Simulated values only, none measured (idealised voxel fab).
The following process module bears the name voxel transistor to metal.
Shown is cross-section cut, with a width of 185 nm and square cells of size 5 nm.
Think of the cross-section as a grid of square cells. We describe it in bands, top to bottom, and each band covers one or more rows of those cells.
Each band's line starts with the height of the band's top and of its bottom, in nm. Then come its materials from left to right, each with its width in nm. One material with "everywhere" fills the band from edge to edge. "empty" is empty space.
Heights are measured from 0, the level below which the as-received wafer is all one material; the lowest band has no bottom and continues downward, written as in "z 0 and below".
You'd read "30->40" like this: the band's top row of cells is as wide as the first number, its bottom row is as wide as the second, and going down, every row changes width by the same amount as the row before did.
For the purposes of this document, the phrase "no change occurred" attached to a step denotes that no cell within the cross-section was modified by that step.
In the "Trapped void list" entry, you get each enclosed empty space of 8 cells or more, one with no open way to the top, written width x height at distance, distance from the left edge, in nm.
On each step's line, the part that comes after the settings is the simulator's own comment on the step.
"overlay nm", when on a step's line for a step with a mask, measures how far to the right of its planned place the mask lay; a negative measure means to the left.
Quick note on how to read the rest: it's all pairs. You get the cross-section before a process step and the one after, but the after one only goes down as far as the lowest band that changed. The step in between, with its settings, sits under the pair. Heads up, the pairs can come from different runs of this module on the same starting wafer, so don't assume a pair picks up from the one above unless its "Pre-step condition" entry says it does.
PRE-STEP CONDITION
z 0 and below = Si everywhere
Trapped void list: none
POST-STEP GEOMETRY
z 5 to 0 = SiO2 everywhere
below 0: unchanged
Trapped void list: none
Between the two cross-sections above, the process step reads CONFORMAL_DEP (material SiO2; thk nm 5)
Pre-step condition: we pick up right where the pair above leaves off, with its after cross-section.
POST-STEP GEOMETRY
z 15 to 5 = SiN everywhere
below 5: unchanged
Trapped void list: none
Between the two cross-sections above, the process step reads CONFORMAL_DEP (material SiN; thk nm 10)
Pre-step condition: we pick up right where the pair above leaves off, with its after cross-section.
POST-STEP GEOMETRY
z 15 to 5 = empty 45 | SiN 95 | empty 45
below 5: unchanged
Trapped void list: none
Between the two cross-sections above, the process step reads MASKED_ETCH (tone cover; mask id ACTIVE; width nm 95; etch materials SiN; depth nm 10; overlay nm 0)
Pre-step condition: we pick up right where the pair above leaves off, with its after cross-section.
POST-STEP GEOMETRY
z 15 to 5 = empty 45 | SiN 95 | empty 45
z 5 to 0 = empty 45 | SiO2 95 | empty 45
below 0: unchanged
Trapped void list: none
Between the two cross-sections above, the process step reads MASKED_ETCH (tone cover; mask id ACTIVE; width nm 95; etch materials SiO2; depth nm 5; overlay nm 0)
Pre-step condition: we pick up right where the pair above leaves off, with its after cross-section.
POST-STEP GEOMETRY
z 15 to 5 = empty 45 | SiN 95 | empty 45
z 5 to 0 = empty 45 | SiO2 95 | empty 45
z 0 to -30 = empty 45 | Si 95 | empty 45
below -30: unchanged
Trapped void list: none
Between the two cross-sections above, the process step reads MASKED_ETCH (tone cover; mask id ACTIVE; width nm 95; etch materials Si; depth nm 30; overlay nm 0)
Pre-step condition: we pick up right where the pair above leaves off, with its after cross-section.
POST-STEP GEOMETRY
z 25 to 15 = SiO2 everywhere
z 15 to 5 = SiO2 45 | SiN 95 | SiO2 45
z 5 to 0 = SiO2 everywhere
z 0 to -30 = SiO2 45 | Si 95 | SiO2 45
below -30: unchanged
Trapped void list: none
Between the two cross-sections above, the process step reads FILL_DEP (material SiO2; thk nm 10)
Pre-step condition: we pick up right where the pair above leaves off, with its after cross-section.
POST-STEP GEOMETRY
z 15 to 5 = SiO2 45 | SiN 95 | SiO2 45
below 5: unchanged
Trapped void list: none
Between the two cross-sections above, the process step reads CMP (height nm 15)
Pre-step condition: we pick up right where the pair above leaves off, with its after cross-section.
POST-STEP GEOMETRY
z 15 to 10 = empty 45 | SiN 95 | empty 45
below 10: unchanged
Trapped void list: none
Between the two cross-sections above, the process step reads SELECTIVE_ETCH (etch materials SiO2; depth nm 5)
Pre-step condition: we pick up right where the pair above leaves off, with its after cross-section.
POST-STEP GEOMETRY
z 10 to 5 = SiO2 45 | empty 95 | SiO2 45
below 5: unchanged
Trapped void list: none
Between the two cross-sections above, the process step reads STRIP (etch materials SiN)
Pre-step condition: we pick up right where the pair above leaves off, with its after cross-section.
POST-STEP GEOMETRY
z 5 to 0 = SiO2 40 | empty 105 | SiO2 40
below 0: unchanged
Trapped void list: none
Between the two cross-sections above, the process step reads SELECTIVE_ETCH (etch materials SiO2; depth nm 5)
Pre-step condition: we pick up right where the pair above leaves off, with its after cross-section.
POST-STEP GEOMETRY
z 5 to 0 = SiO2 40 | empty 105 | SiO2 40
z 0 to -5 = SiO2 everywhere
below -5: unchanged
Trapped void list: none
Between the two cross-sections above, the process step reads OXIDIZE (depth nm 5)
Pre-step condition: we pick up right where the pair above leaves off, with its after cross-section.
POST-STEP GEOMETRY
z 35 to 30 = polySi 40 | empty 105 | polySi 40
z 30 to 5 = polySi everywhere
z 5 to 0 = SiO2 40 | polySi 105 | SiO2 40
below 0: unchanged
Trapped void list: none
Between the two cross-sections above, the process step reads DIRECTIONAL_DEP (material polySi; thk nm 30)
Pre-step condition: we pick up right where the pair above leaves off, with its after cross-section.
POST-STEP GEOMETRY
z 45 to 40 = SiCN 40 | empty 105 | SiCN 40
z 40 to 35 = SiCN everywhere
z 35 to 30 = polySi 40 | SiCN 105 | polySi 40
below 30: unchanged
Trapped void list: none
Between the two cross-sections above, the process step reads DIRECTIONAL_DEP (material SiCN; thk nm 10)
Pre-step condition: we pick up right where the pair above leaves off, with its after cross-section.
POST-STEP GEOMETRY
z 40 to 35 = empty 85 | SiCN 15 | empty 85
z 35 to 30 = polySi 40 | empty 45 | SiCN 15 | empty 45 | polySi 40
below 30: unchanged
Trapped void list: none
Between the two cross-sections above, the process step reads MASKED_ETCH (tone cover; mask id GATE; width nm 15; etch materials SiCN; depth nm 20; overlay nm 0)
Pre-step condition: we pick up right where the pair above leaves off, with its after cross-section.
POST-STEP GEOMETRY
z 40 to 30 = empty 85 | SiCN 15 | empty 85
z 30 to 5 = empty 85 | polySi 15 | empty 85
z 5 to 0 = SiO2 40 | empty 45 | polySi 15 | empty 45 | SiO2 40
below 0: unchanged
Trapped void list: none
Between the two cross-sections above, the process step reads MASKED_ETCH (tone cover; mask id GATE; width nm 15; etch materials polySi; depth nm 40; overlay nm 0)
Pre-step condition: we pick up right where the pair above leaves off, with its after cross-section.
POST-STEP GEOMETRY
z 50 to 40 = empty 75 | SiN 35 | empty 75
z 40 to 30 = empty 75 | SiN 10 | SiCN 15 | SiN 10 | empty 75
z 30 to 15 = empty 75 | SiN 10 | polySi 15 | SiN 10 | empty 75
z 15 to 10 = SiN 50 | empty 25 | SiN 10 | polySi 15 | SiN 10 | empty 25 | SiN 50
z 10 to 5 = SiN 85 | polySi 15 | SiN 85
z 5 to 0 = SiO2 40 | SiN 45 | polySi 15 | SiN 45 | SiO2 40
below 0: unchanged
Trapped void list: none
Between the two cross-sections above, the process step reads CONFORMAL_DEP (material SiN; thk nm 10)
Pre-step condition: we pick up right where the pair above leaves off, with its after cross-section.
POST-STEP GEOMETRY
z 40 to 30 = empty 75 | SiN 10 | SiCN 15 | SiN 10 | empty 75
z 30 to 5 = empty 75 | SiN 10 | polySi 15 | SiN 10 | empty 75
z 5 to 0 = SiO2 40 | SiN 10 | empty 25 | SiN 10 | polySi 15 | SiN 10 | empty 25 | SiN 10 | SiO2 40
below 0: unchanged
Trapped void list: none
Between the two cross-sections above, the process step reads DIRECTIONAL_ETCH (etch materials SiN; depth nm 10)
Pre-step condition: we pick up right where the pair above leaves off, with its after cross-section.
POST-STEP GEOMETRY
z 40 to 30 = empty 75 | SiN 10 | SiCN 15 | SiN 10 | empty 75
z 30 to 5 = empty 75 | SiN 10 | polySi 15 | SiN 10 | empty 75
z 5 to 0 = empty 40 | SiN 10 | empty 25 | SiN 10 | polySi 15 | SiN 10 | empty 25 | SiN 10 | empty 40
z 0 to -5 = SiO2 50 | empty 25 | SiO2 35 | empty 25 | SiO2 50
below -5: unchanged
Trapped void list: none
Between the two cross-sections above, the process step reads DIRECTIONAL_ETCH (etch materials SiO2; depth nm 5)
Pre-step condition: we pick up right where the pair above leaves off, with its after cross-section.
POST-STEP GEOMETRY
z 40 to 30 = empty 75 | SiN 10 | SiCN 15 | SiN 10 | empty 75
z 30 to 5 = empty 75 | SiN 10 | polySi 15 | SiN 10 | empty 75
z 5 to 0 = empty 40 | SiN 10 | empty 25 | SiN 10 | polySi 15 | SiN 10 | empty 25 | SiN 10 | empty 40
z 0 to -5 = SiO2 50 | empty 25 | SiO2 35 | empty 25 | SiO2 50
z -5 to -15 = SiO2 45 | Si 5 | empty 25 | Si 35 | empty 25 | Si 5 | SiO2 45
below -15: unchanged
Trapped void list: none
Between the two cross-sections above, the process step reads DIRECTIONAL_ETCH (etch materials Si; depth nm 10)
Pre-step condition: we pick up right where the pair above leaves off, with its after cross-section.
POST-STEP GEOMETRY
z 40 to 30 = empty 75 | SiN 10 | SiCN 15 | SiN 10 | empty 75
z 30 to 5 = empty 75 | SiN 10 | polySi 15 | SiN 10 | empty 75
z 5 to 0 = empty 40 | SiN 10 | nSi 10 | empty 5 | nSi 10 | SiN 10 | polySi 15 | SiN 10 | nSi 10 | empty 5 | nSi 10 | SiN 10 | empty 40
z 0 to -5 = SiO2 50 | nSi 10 | empty 5 | nSi 10 | SiO2 35 | nSi 10 | empty 5 | nSi 10 | SiO2 50
z -5 to -15 = SiO2 45 | Si 5 | nSi 25 | Si 35 | nSi 25 | Si 5 | SiO2 45
below -15: unchanged
Trapped void list: none
Between the two cross-sections above, the process step reads EPI (material nSi; thk nm 10)
Pre-step condition: we pick up right where the pair above leaves off, with its after cross-section.
POST-STEP GEOMETRY
z 50 to 40 = SiO2 everywhere
z 40 to 30 = SiO2 75 | SiN 10 | SiCN 15 | SiN 10 | SiO2 75
z 30 to 5 = SiO2 75 | SiN 10 | polySi 15 | SiN 10 | SiO2 75
z 5 to 0 = SiO2 40 | SiN 10 | nSi 10 | SiO2 5 | nSi 10 | SiN 10 | polySi 15 | SiN 10 | nSi 10 | SiO2 5 | nSi 10 | SiN 10 | SiO2 40
z 0 to -5 = SiO2 50 | nSi 10 | SiO2 5 | nSi 10 | SiO2 35 | nSi 10 | SiO2 5 | nSi 10 | SiO2 50
below -5: unchanged
Trapped void list: none
Between the two cross-sections above, the process step reads FILL_DEP (material SiO2; thk nm 10)
Pre-step condition: we pick up right where the pair above leaves off, with its after cross-section.
POST-STEP GEOMETRY
z 40 to 30 = SiO2 75 | SiN 10 | SiCN 15 | SiN 10 | SiO2 75
below 30: unchanged
Trapped void list: none
Between the two cross-sections above, the process step reads CMP (height nm 40)
Pre-step condition: we pick up right where the pair above leaves off, with its after cross-section.
POST-STEP GEOMETRY
z 50 to 40 = SiO2 everywhere
below 40: unchanged
Trapped void list: none
Between the two cross-sections above, the process step reads DIRECTIONAL_DEP (material SiO2; thk nm 10)
Pre-step condition: we pick up right where the pair above leaves off, with its after cross-section.
POST-STEP GEOMETRY
z 70 to 50 = resist 50 | empty 30 | resist 25 | empty 30 | resist 50
below 50: unchanged
Trapped void list: none
Between the two cross-sections above, the process step reads PATTERN (tone open; mask id CONTACT; material resist; width nm 30; pitch nm 55; thk nm 20; overlay nm 0)
Pre-step condition: we pick up right where the pair above leaves off, with its after cross-section.
POST-STEP GEOMETRY
z 70 to 50 = resist 50 | empty 30 | resist 25 | empty 30 | resist 50
z 50 to 40 = SiO2 50 | empty 30 | SiO2 25 | empty 30 | SiO2 50
z 40 to 30 = SiO2 50 | empty 25 | SiN 10 | SiCN 15 | SiN 10 | empty 25 | SiO2 50
z 30 to 5 = SiO2 50 | empty 25 | SiN 10 | polySi 15 | SiN 10 | empty 25 | SiO2 50
z 5 to 0 = SiO2 40 | SiN 10 | nSi 10 | empty 5 | nSi 10 | SiN 10 | polySi 15 | SiN 10 | nSi 10 | empty 5 | nSi 10 | SiN 10 | SiO2 40
z 0 to -5 = SiO2 50 | nSi 10 | empty 5 | nSi 10 | SiO2 35 | nSi 10 | empty 5 | nSi 10 | SiO2 50
below -5: unchanged
Trapped void list: none
Between the two cross-sections above, the process step reads DIRECTIONAL_ETCH (etch materials SiO2; depth nm 55)
Pre-step condition: we pick up right where the pair above leaves off, with its after cross-section.
POST-STEP GEOMETRY
z 50 to 40 = SiO2 50 | empty 30 | SiO2 25 | empty 30 | SiO2 50
below 40: unchanged
Trapped void list: none
Between the two cross-sections above, the process step reads STRIP (etch materials resist)
Pre-step condition: we pick up right where the pair above leaves off, with its after cross-section.
POST-STEP GEOMETRY
z 55 to 50 = TiN 55 | empty 20 | TiN 35 | empty 20 | TiN 55
z 50 to 40 = SiO2 50 | TiN 5 | empty 20->15 | TiN 5->10 | SiO2 25 | TiN 5->10 | empty 20->15 | TiN 5 | SiO2 50
z 40 to 30 = SiO2 50 | TiN 5 | empty 15 | TiN 5 | SiN 10 | SiCN 15 | SiN 10 | TiN 5 | empty 15 | TiN 5 | SiO2 50
z 30 to 10 = SiO2 50 | TiN 5 | empty 15 | TiN 5 | SiN 10 | polySi 15 | SiN 10 | TiN 5 | empty 15 | TiN 5 | SiO2 50
z 10 to 5 = SiO2 50 | TiN 25 | SiN 10 | polySi 15 | SiN 10 | TiN 25 | SiO2 50
z 5 to 0 = SiO2 40 | SiN 10 | nSi 10 | TiN 5 | nSi 10 | SiN 10 | polySi 15 | SiN 10 | nSi 10 | TiN 5 | nSi 10 | SiN 10 | SiO2 40
z 0 to -5 = SiO2 50 | nSi 10 | TiN 5 | nSi 10 | SiO2 35 | nSi 10 | TiN 5 | nSi 10 | SiO2 50
below -5: unchanged
Trapped void list: none
Between the two cross-sections above, the process step reads CONFORMAL_DEP (material TiN; thk nm 5)
Pre-step condition: we pick up right where the pair above leaves off, with its after cross-section.
POST-STEP GEOMETRY
z 60 to 55 = Ru everywhere
z 55 to 50 = TiN 55 | Ru 20 | TiN 35 | Ru 20 | TiN 55
z 50 to 40 = SiO2 50 | TiN 5 | Ru 20->15 | TiN 5->10 | SiO2 25 | TiN 5->10 | Ru 20->15 | TiN 5 | SiO2 50
z 40 to 30 = SiO2 50 | TiN 5 | Ru 15 | TiN 5 | SiN 10 | SiCN 15 | SiN 10 | TiN 5 | Ru 15 | TiN 5 | SiO2 50
z 30 to 10 = SiO2 50 | TiN 5 | Ru 15 | TiN 5 | SiN 10 | polySi 15 | SiN 10 | TiN 5 | Ru 15 | TiN 5 | SiO2 50
below 10: unchanged
Trapped void list: none
Between the two cross-sections above, the process step reads FILL_DEP (material Ru; thk nm 5)
Pre-step condition: we pick up right where the pair above leaves off, with its after cross-section.
POST-STEP GEOMETRY
z 50 to 40 = SiO2 50 | TiN 5 | Ru 20->15 | TiN 5->10 | SiO2 25 | TiN 5->10 | Ru 20->15 | TiN 5 | SiO2 50
below 40: unchanged
Trapped void list: none
Between the two cross-sections above, the process step reads CMP (height nm 50)
Pre-step condition: we pick up right where the pair above leaves off, with its after cross-section.
POST-STEP GEOMETRY
z 55 to 50 = TiN everywhere
below 50: unchanged
Trapped void list: none
Between the two cross-sections above, the process step reads DIRECTIONAL_DEP (material TiN; thk nm 5)
Pre-step condition: we pick up right where the pair above leaves off, with its after cross-section.
POST-STEP GEOMETRY
z 70 to 55 = W everywhere
below 55: unchanged
Trapped void list: none
Between the two cross-sections above, the process step reads DIRECTIONAL_DEP (material W; thk nm 15)
Pre-step condition: we pick up right where the pair above leaves off, with its after cross-section.
POST-STEP GEOMETRY
z 90 to 70 = empty 50 | resist 20 | empty 45 | resist 20 | empty 50
below 70: unchanged
Trapped void list: none
Between the two cross-sections above, the process step reads PATTERN (tone cover; mask id METAL_1; material resist; width nm 20; pitch nm 65; thk nm 20; overlay nm 0)
Pre-step condition: we pick up right where the pair above leaves off, with its after cross-section.
POST-STEP GEOMETRY
z 90 to 70 = empty 50 | resist 20 | empty 45 | resist 20 | empty 50
z 70 to 55 = empty 50 | W 20 | empty 45 | W 20 | empty 50
below 55: unchanged
Trapped void list: none
Between the two cross-sections above, the process step reads DIRECTIONAL_ETCH (etch materials W; depth nm 15)
Pre-step condition: we pick up right where the pair above leaves off, with its after cross-section.
POST-STEP GEOMETRY
z 90 to 70 = empty 50 | resist 20 | empty 45 | resist 20 | empty 50
z 70 to 55 = empty 50 | W 20 | empty 45 | W 20 | empty 50
z 55 to 50 = empty 50 | TiN 20 | empty 45 | TiN 20 | empty 50
below 50: unchanged
Trapped void list: none
Between the two cross-sections above, the process step reads DIRECTIONAL_ETCH (etch materials TiN; depth nm 5)
Pre-step condition: we pick up right where the pair above leaves off, with its after cross-section.
POST-STEP GEOMETRY
z 70 to 55 = empty 50 | W 20 | empty 45 | W 20 | empty 50
below 55: unchanged
Trapped void list: none
Between the two cross-sections above, the process step reads STRIP (etch materials resist)
Pre-step condition: we pick up right where the pair above leaves off, with its after cross-section.
POST-STEP GEOMETRY
z 75 to 70 = empty 45 | SiCN 30 | empty 35 | SiCN 30 | empty 45
z 70 to 55 = empty 45 | SiCN 5 | W 20 | SiCN 5 | empty 35 | SiCN 5 | W 20 | SiCN 5 | empty 45
z 55 to 50 = SiCN 50 | TiN 20 | SiCN 45 | TiN 20 | SiCN 50
below 50: unchanged
Trapped void list: none
Between the two cross-sections above, the process step reads CONFORMAL_DEP (material SiCN; thk nm 5)
Pre-step condition: we pick up right where the pair above leaves off, with its after cross-section.
POST-STEP GEOMETRY
z 80 to 75 = SiO2 everywhere
z 75 to 70 = SiO2 45 | SiCN 30 | SiO2 35 | SiCN 30 | SiO2 45
z 70 to 55 = SiO2 45 | SiCN 5 | W 20 | SiCN 5 | SiO2 35 | SiCN 5 | W 20 | SiCN 5 | SiO2 45
below 55: unchanged
Trapped void list: none
Between the two cross-sections above, the process step reads FILL_DEP (material SiO2; thk nm 5)
Pre-step condition: we pick up right where the pair above leaves off, with its after cross-section.
POST-STEP GEOMETRY
z 70 to 55 = SiO2 45 | SiCN 5 | W 20 | SiCN 5 | SiO2 35 | SiCN 5 | W 20 | SiCN 5 | SiO2 45
below 55: unchanged
Trapped void list: none
Between the two cross-sections above, the process step reads CMP (height nm 70)
Pre-step condition: we pick up right where the pair above leaves off, with its after cross-section.
POST-STEP GEOMETRY
z 75 to 70 = SiN everywhere
below 70: unchanged
Trapped void list: none
Between the two cross-sections above, the process step reads CONFORMAL_DEP (material SiN; thk nm 5)
PRE-STEP CONDITION
z 0 and below = Si everywhere
Trapped void list: none
POST-STEP GEOMETRY
z 10 to 0 = SiN everywhere
below 0: unchanged
Trapped void list: none
Between the two cross-sections above, the process step reads CONFORMAL_DEP (material SiN; thk nm 10)
Pre-step condition: we pick up right where the pair above leaves off, with its after cross-section.
POST-STEP GEOMETRY
z 10 to 0 = empty 45 | SiN 95 | empty 45
below 0: unchanged
Trapped void list: none
Between the two cross-sections above, the process step reads MASKED_ETCH (tone cover; mask id ACTIVE; width nm 95; etch materials SiN; depth nm 10; overlay nm 0)
Pre-step condition: we pick up right where the pair above leaves off, with its after cross-section.
POST-STEP GEOMETRY
z 10 to 0 = empty 45 | SiN 95 | empty 45
z 0 to -30 = empty 45 | Si 95 | empty 45
below -30: unchanged
Trapped void list: none
Between the two cross-sections above, the process step reads MASKED_ETCH (tone cover; mask id ACTIVE; width nm 95; etch materials Si; depth nm 30; overlay nm 0)
Pre-step condition: we pick up right where the pair above leaves off, with its after cross-section.
POST-STEP GEOMETRY
z 20 to 10 = SiO2 everywhere
z 10 to 0 = SiO2 45 | SiN 95 | SiO2 45
z 0 to -30 = SiO2 45 | Si 95 | SiO2 45
below -30: unchanged
Trapped void list: none
Between the two cross-sections above, the process step reads FILL_DEP (material SiO2; thk nm 10)
Pre-step condition: we pick up right where the pair above leaves off, with its after cross-section.
POST-STEP GEOMETRY
z 15 to 10 = SiO2 everywhere
below 10: unchanged
Trapped void list: none
Between the two cross-sections above, the process step reads CMP (height nm 15)
Pre-step condition: we pick up right where the pair above leaves off, with its after cross-section.
POST-STEP GEOMETRY
z 10 to 0 = SiO2 45 | SiN 95 | SiO2 45
below 0: unchanged
Trapped void list: none
Between the two cross-sections above, the process step reads SELECTIVE_ETCH (etch materials SiO2; depth nm 5)
Pre-step condition: we pick up right where the pair above leaves off, with its after cross-section.
POST-STEP GEOMETRY
z 10 to 0 = SiO2 45 | empty 95 | SiO2 45
below 0: unchanged
Trapped void list: none
Between the two cross-sections above, the process step reads STRIP (etch materials SiN)
Pre-step condition: we pick up right where the pair above leaves off, with its after cross-section.
POST-STEP GEOMETRY
z 5 to 0 = SiO2 40 | empty 105 | SiO2 40
z 0 to -5 = SiO2 40 | empty 5 | Si 95 | empty 5 | SiO2 40
below -5: unchanged
Trapped void list: none
Between the two cross-sections above, the process step reads SELECTIVE_ETCH (etch materials SiO2; depth nm 5)
Pre-step condition: we pick up right where the pair above leaves off, with its after cross-section.
POST-STEP GEOMETRY
z 5 to 0 = SiO2 40 | empty 105 | SiO2 40
z 0 to -5 = SiO2 40 | empty 5 | SiO2 95 | empty 5 | SiO2 40
z -5 to -10 = SiO2 50 | Si 85 | SiO2 50
below -10: unchanged
Trapped void list: none
Between the two cross-sections above, the process step reads OXIDIZE (depth nm 5)
Pre-step condition: we pick up right where the pair above leaves off, with its after cross-section.
POST-STEP GEOMETRY
z 35 to 30 = polySi 40 | empty 105 | polySi 40
z 30 to 25 = polySi 40 | empty 5 | polySi 95 | empty 5 | polySi 40
z 25 to 5 = polySi everywhere
z 5 to 0 = SiO2 40 | polySi 105 | SiO2 40
z 0 to -5 = SiO2 40 | polySi 5 | SiO2 95 | polySi 5 | SiO2 40
below -5: unchanged
Trapped void list: none
Between the two cross-sections above, the process step reads DIRECTIONAL_DEP (material polySi; thk nm 30)
Pre-step condition: we pick up right where the pair above leaves off, with its after cross-section.
POST-STEP GEOMETRY
z 45 to 40 = SiCN 40 | empty 105 | SiCN 40
z 40 to 35 = SiCN 40 | empty 5 | SiCN 95 | empty 5 | SiCN 40
z 35 to 30 = polySi 40 | SiCN 105 | polySi 40
z 30 to 25 = polySi 40 | SiCN 5 | polySi 95 | SiCN 5 | polySi 40
below 25: unchanged
Trapped void list: none
Between the two cross-sections above, the process step reads DIRECTIONAL_DEP (material SiCN; thk nm 10)
Pre-step condition: we pick up right where the pair above leaves off, with its after cross-section.
POST-STEP GEOMETRY
z 40 to 35 = empty 85 | SiCN 15 | empty 85
z 35 to 30 = polySi 40 | empty 45 | SiCN 15 | empty 45 | polySi 40
z 30 to 25 = polySi 40 | empty 5 | polySi 95 | empty 5 | polySi 40
below 25: unchanged
Trapped void list: none
Between the two cross-sections above, the process step reads MASKED_ETCH (tone cover; mask id GATE; width nm 15; etch materials SiCN; depth nm 20; overlay nm 0)
Pre-step condition: we pick up right where the pair above leaves off, with its after cross-section.
POST-STEP GEOMETRY
z 40 to 30 = empty 85 | SiCN 15 | empty 85
z 30 to 5 = empty 85 | polySi 15 | empty 85
z 5 to 0 = SiO2 40 | empty 45 | polySi 15 | empty 45 | SiO2 40
z 0 to -5 = SiO2 40 | empty 5 | SiO2 95 | empty 5 | SiO2 40
below -5: unchanged
Trapped void list: none
Between the two cross-sections above, the process step reads MASKED_ETCH (tone cover; mask id GATE; width nm 15; etch materials polySi; depth nm 40; overlay nm 0)
Pre-step condition: we pick up right where the pair above leaves off, with its after cross-section.
POST-STEP GEOMETRY
z 50 to 40 = empty 75 | SiN 35 | empty 75
z 40 to 30 = empty 75 | SiN 10 | SiCN 15 | SiN 10 | empty 75
z 30 to 15 = empty 75 | SiN 10 | polySi 15 | SiN 10 | empty 75
z 15 to 10 = SiN 50 | empty 25 | SiN 10 | polySi 15 | SiN 10 | empty 25 | SiN 50
z 10 to 5 = SiN 85 | polySi 15 | SiN 85
z 5 to 0 = SiO2 40 | SiN 45 | polySi 15 | SiN 45 | SiO2 40
z 0 to -5 = SiO2 40 | SiN 5 | SiO2 95 | SiN 5 | SiO2 40
below -5: unchanged
Trapped void list: none
Between the two cross-sections above, the process step reads CONFORMAL_DEP (material SiN; thk nm 10)
Pre-step condition: we pick up right where the pair above leaves off, with its after cross-section.
POST-STEP GEOMETRY
z 40 to 30 = empty 75 | SiN 10 | SiCN 15 | SiN 10 | empty 75
z 30 to 5 = empty 75 | SiN 10 | polySi 15 | SiN 10 | empty 75
z 5 to 0 = SiO2 40 | SiN 10 | empty 25 | SiN 10 | polySi 15 | SiN 10 | empty 25 | SiN 10 | SiO2 40
below 0: unchanged
Trapped void list: none
Between the two cross-sections above, the process step reads DIRECTIONAL_ETCH (etch materials SiN; depth nm 10)
Pre-step condition: we pick up right where the pair above leaves off, with its after cross-section.
POST-STEP GEOMETRY
z 40 to 30 = empty 75 | SiN 10 | SiCN 15 | SiN 10 | empty 75
z 30 to 5 = empty 75 | SiN 10 | polySi 15 | SiN 10 | empty 75
z 5 to 0 = empty 40 | SiN 10 | empty 25 | SiN 10 | polySi 15 | SiN 10 | empty 25 | SiN 10 | empty 40
z 0 to -5 = SiO2 40 | SiN 5 | SiO2 5 | empty 25 | SiO2 35 | empty 25 | SiO2 5 | SiN 5 | SiO2 40
below -5: unchanged
Trapped void list: none
Between the two cross-sections above, the process step reads DIRECTIONAL_ETCH (etch materials SiO2; depth nm 5)
Pre-step condition: we pick up right where the pair above leaves off, with its after cross-section.
POST-STEP GEOMETRY
z 40 to 30 = empty 75 | SiN 10 | SiCN 15 | SiN 10 | empty 75
z 30 to 5 = empty 75 | SiN 10 | polySi 15 | SiN 10 | empty 75
z 5 to 0 = empty 40 | SiN 10 | empty 25 | SiN 10 | polySi 15 | SiN 10 | empty 25 | SiN 10 | empty 40
z 0 to -5 = SiO2 40 | SiN 5 | SiO2 5 | empty 25 | SiO2 35 | empty 25 | SiO2 5 | SiN 5 | SiO2 40
z -5 to -10 = SiO2 50 | empty 25 | Si 35 | empty 25 | SiO2 50
z -10 to -15 = SiO2 45 | Si 5 | empty 25 | Si 35 | empty 25 | Si 5 | SiO2 45
below -15: unchanged
Trapped void list: none
Between the two cross-sections above, the process step reads DIRECTIONAL_ETCH (etch materials Si; depth nm 10)
Pre-step condition: we pick up right where the pair above leaves off, with its after cross-section.
POST-STEP GEOMETRY
z 40 to 30 = empty 75 | SiN 10 | SiCN 15 | SiN 10 | empty 75
z 30 to 5 = empty 75 | SiN 10 | polySi 15 | SiN 10 | empty 75
z 5 to 0 = empty 40 | SiN 10 | empty 15 | nSi 10 | SiN 10 | polySi 15 | SiN 10 | nSi 10 | empty 15 | SiN 10 | empty 40
z 0 to -5 = SiO2 40 | SiN 5 | SiO2 5 | nSi 10 | empty 5 | nSi 10 | SiO2 35 | nSi 10 | empty 5 | nSi 10 | SiO2 5 | SiN 5 | SiO2 40
z -5 to -10 = SiO2 50 | nSi 25 | Si 35 | nSi 25 | SiO2 50
z -10 to -15 = SiO2 45 | Si 5 | nSi 25 | Si 35 | nSi 25 | Si 5 | SiO2 45
below -15: unchanged
Trapped void list: none
Between the two cross-sections above, the process step reads EPI (material nSi; thk nm 10)
Pre-step condition: we pick up right where the pair above leaves off, with its after cross-section.
POST-STEP GEOMETRY
z 50 to 40 = SiO2 everywhere
z 40 to 30 = SiO2 75 | SiN 10 | SiCN 15 | SiN 10 | SiO2 75
z 30 to 5 = SiO2 75 | SiN 10 | polySi 15 | SiN 10 | SiO2 75
z 5 to 0 = SiO2 40 | SiN 10 | SiO2 15 | nSi 10 | SiN 10 | polySi 15 | SiN 10 | nSi 10 | SiO2 15 | SiN 10 | SiO2 40
z 0 to -5 = SiO2 40 | SiN 5 | SiO2 5 | nSi 10 | SiO2 5 | nSi 10 | SiO2 35 | nSi 10 | SiO2 5 | nSi 10 | SiO2 5 | SiN 5 | SiO2 40
below -5: unchanged
Trapped void list: none
Between the two cross-sections above, the process step reads FILL_DEP (material SiO2; thk nm 10)
Pre-step condition: we pick up right where the pair above leaves off, with its after cross-section.
POST-STEP GEOMETRY
z 40 to 30 = SiO2 75 | SiN 10 | SiCN 15 | SiN 10 | SiO2 75
below 30: unchanged
Trapped void list: none
Between the two cross-sections above, the process step reads CMP (height nm 40)
Pre-step condition: we pick up right where the pair above leaves off, with its after cross-section.
POST-STEP GEOMETRY
z 50 to 40 = SiO2 everywhere
below 40: unchanged
Trapped void list: none
Between the two cross-sections above, the process step reads DIRECTIONAL_DEP (material SiO2; thk nm 10)
Pre-step condition: we pick up right where the pair above leaves off, with its after cross-section.
POST-STEP GEOMETRY
z 70 to 50 = resist 50 | empty 30 | resist 25 | empty 30 | resist 50
below 50: unchanged
Trapped void list: none
Between the two cross-sections above, the process step reads PATTERN (tone open; mask id CONTACT; material resist; width nm 30; pitch nm 55; thk nm 20; overlay nm 0)
Pre-step condition: we pick up right where the pair above leaves off, with its after cross-section.
POST-STEP GEOMETRY
z 70 to 50 = resist 50 | empty 30 | resist 25 | empty 30 | resist 50
z 50 to 40 = SiO2 50 | empty 30 | SiO2 25 | empty 30 | SiO2 50
z 40 to 30 = SiO2 50 | empty 25 | SiN 10 | SiCN 15 | SiN 10 | empty 25 | SiO2 50
z 30 to 5 = SiO2 50 | empty 25 | SiN 10 | polySi 15 | SiN 10 | empty 25 | SiO2 50
z 5 to 0 = SiO2 40 | SiN 10 | empty 15 | nSi 10 | SiN 10 | polySi 15 | SiN 10 | nSi 10 | empty 15 | SiN 10 | SiO2 40
z 0 to -5 = SiO2 40 | SiN 5 | SiO2 5 | nSi 10 | empty 5 | nSi 10 | SiO2 35 | nSi 10 | empty 5 | nSi 10 | SiO2 5 | SiN 5 | SiO2 40
below -5: unchanged
Trapped void list: none
Between the two cross-sections above, the process step reads DIRECTIONAL_ETCH (etch materials SiO2; depth nm 55)
Pre-step condition: we pick up right where the pair above leaves off, with its after cross-section.
POST-STEP GEOMETRY
z 50 to 40 = SiO2 50 | empty 30 | SiO2 25 | empty 30 | SiO2 50
below 40: unchanged
Trapped void list: none
Between the two cross-sections above, the process step reads STRIP (etch materials resist)
